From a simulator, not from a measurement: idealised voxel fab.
A process module follows: voxel capacitor over wiring.
FYI the section here is cut, 250 nm wide, cells are 5 nm squares.
Notation: cross-section as square-cell grid; stated in bands, top first, going down; one or more cell rows per band.
The entry gives the band's vertical extent as a top height and a bottom height in nm, then its horizontal make-up as materials from left to right, each with a width in nm. "blank" stands for empty space; a single material marked "everywhere" fills the band edge to edge.
The reference from which all heights are counted is 0, the level beneath which the as-received wafer is entirely one material; the lowest band, having no lower bound, proceeds downward and is written after the example "top 0, no bottom".
Top row gets the first number, bottom row gets the second, and each row in between changes by the same step: that is how a band width like "30->40" works.
It should be understood that the words "nothing different", when stated for a given step, signify that the cross-section underwent no change in any of its cells during that step.
For the entry "Closed internal cavities", the listed items are empty spaces with no open way to the top whose size is 8 cells or more; each item follows the pattern width x height at distance, where distance is from the left edge and all three are in nm.
What comes after the settings on a step's line is commentary from the simulator itself on that step.
overlay nm: mask offset rightward from planned place, masked step; negative means leftward offset.
Here's what the planned process steps look like:
1: RECEIVE [material Si]
2: CONFORMAL_DEP [material SiO2] [thk nm 10]
3: CONFORMAL_DEP [material SiCN] [thk nm 5]
4: DIRECTIONAL_DEP [material lowk] [thk nm 20]
5: PATTERN [tone open] [mask id METAL_1] [material resist] [width nm 30] [pitch nm 100] [thk nm 15] [overlay nm 0]
6: DIRECTIONAL_ETCH [etch materials lowk] [depth nm 20]
7: DIRECTIONAL_ETCH [etch materials SiCN] [depth nm 5]
8: STRIP [etch materials resist]
9: CONFORMAL_DEP [material TiN] [thk nm 5]
10: FILL_DEP [material W] [thk nm 5]
11: CMP [height nm 35]
12: CONFORMAL_DEP [material SiCN] [thk nm 5]
13: DIRECTIONAL_DEP [material lowk] [thk nm 10]
14: PATTERN [tone open] [mask id PLUG_1] [material resist] [width nm 15] [thk nm 20] [overlay nm 0]
15: DIRECTIONAL_ETCH [etch materials lowk] [depth nm 10]
16: DIRECTIONAL_ETCH [etch materials SiCN] [depth nm 5]
17: STRIP [etch materials resist]
18: EPI [material Ru] [thk nm 10]
19: EPI [material Ru] [thk nm 5]
20: DIRECTIONAL_DEP [material TiN] [thk nm 5]
21: DIRECTIONAL_DEP [material HfO2] [thk nm 5]
22: DIRECTIONAL_DEP [material TiN] [thk nm 10]
23: DIRECTIONAL_DEP [material aC] [thk nm 10]
24: PATTERN [tone cover] [mask id UPPER_PLATE] [material resist] [width nm 75] [thk nm 30] [overlay nm 0]
25: DIRECTIONAL_ETCH [etch materials aC] [depth nm 10]
26: STRIP [etch materials resist]
27: DIRECTIONAL_ETCH [etch materials TiN] [depth nm 10]
28: DIRECTIONAL_ETCH [etch materials HfO2] [depth nm 5]
29: STRIP [etch materials aC]
30: DIRECTIONAL_DEP [material aC] [thk nm 15]
31: PATTERN [tone cover] [mask id LOWER_PLATE] [material resist] [width nm 85] [thk nm 30] [overlay nm 0]
32: DIRECTIONAL_ETCH [etch materials aC] [depth nm 15]
33: STRIP [etch materials resist]
34: DIRECTIONAL_ETCH [etch materials TiN] [depth nm 5]
35: STRIP [etch materials aC]
36: FILL_DEP [material SiO2] [thk nm 15]
37: CMP [height nm 80]
38: DIRECTIONAL_DEP [material aC] [thk nm 10]
39: PATTERN [tone open] [mask id PLUG_2] [material resist] [width nm 15] [thk nm 25] [overlay nm 0]
40: DIRECTIONAL_ETCH [etch materials aC] [depth nm 10]
41: STRIP [etch materials resist]
42: DIRECTIONAL_ETCH [etch materials SiO2] [depth nm 10]
43: STRIP [etch materials aC]
44: CONFORMAL_DEP [material TiN] [thk nm 5]
45: FILL_DEP [material W] [thk nm 5]
46: CMP [height nm 80]
47: CONFORMAL_DEP [material SiCN] [thk nm 5]
Step 1 complete: cross-section of the wafer as received:
> top 0, no bottom  Si everywhere
> Closed internal cavities: none
First of two wafers: cross-section at end of module, run per plan:
> top 85, bottom 80  SiCN everywhere
> top 80, bottom 75  85 SiO2; 5 TiN; 5 W; 5 TiN; 150 SiO2
> top 75, bottom 70  85 SiO2; 15 TiN; 150 SiO2
> top 70, bottom 60  75 SiO2; 75 TiN; 100 SiO2
> top 60, bottom 55  75 SiO2; 75 HfO2; 100 SiO2
> top 55, bottom 50  70 SiO2; 85 TiN; 95 SiO2
> top 50, bottom 40  75 lowk; 15 Ru; 160 lowk
> top 40, bottom 35  75 SiCN; 15 Ru; 160 SiCN
> top 35, bottom 15  60 lowk; 5 TiN; 20 W; 5 TiN; 70 lowk; 5 TiN; 20 W; 5 TiN; 60 lowk
> top 15, bottom 10  60 SiCN; 30 TiN; 70 SiCN; 30 TiN; 60 SiCN
> top 10, bottom 0  SiO2 everywhere
> top 0, no bottom  Si everywhere
> Closed internal cavities: none
Wafer two (of two), end-of-module cross-section: start = wafer one, plan = wafer one, one run mistake:
> top 85, bottom 80  SiCN everywhere
> top 80, bottom 75  85 SiO2; 5 TiN; 5 W; 5 TiN; 150 SiO2
> top 75, bottom 70  85 SiO2; 15 TiN; 150 SiO2
> top 70, bottom 60  80 SiO2; 70 TiN; 100 SiO2
> top 60, bottom 55  80 SiO2; 70 HfO2; 100 SiO2
> top 55, bottom 50  70 SiO2; 85 TiN; 95 SiO2
> top 50, bottom 40  75 lowk; 15 Ru; 160 lowk
> top 40, bottom 35  75 SiCN; 15 Ru; 160 SiCN
> top 35, bottom 15  60 lowk; 5 TiN; 20 W; 5 TiN; 70 lowk; 5 TiN; 20 W; 5 TiN; 60 lowk
> top 15, bottom 10  60 SiCN; 30 TiN; 70 SiCN; 30 TiN; 60 SiCN
> top 10, bottom 0  SiO2 everywhere
> top 0, no bottom  Si everywhere
> Closed internal cavities: none
What was done differently from what was planned? so step 24 ended up running with a different setting than we planned, it ran as PATTERN [tone cover] [mask id UPPER_PLATE] [material resist] [width nm 70] [thk nm 30] [overlay nm 0]
Cell-count delta at end, second wafer over first, by material: 1 fewer of HfO2; 3 more of SiO2; 2 fewer of TiN
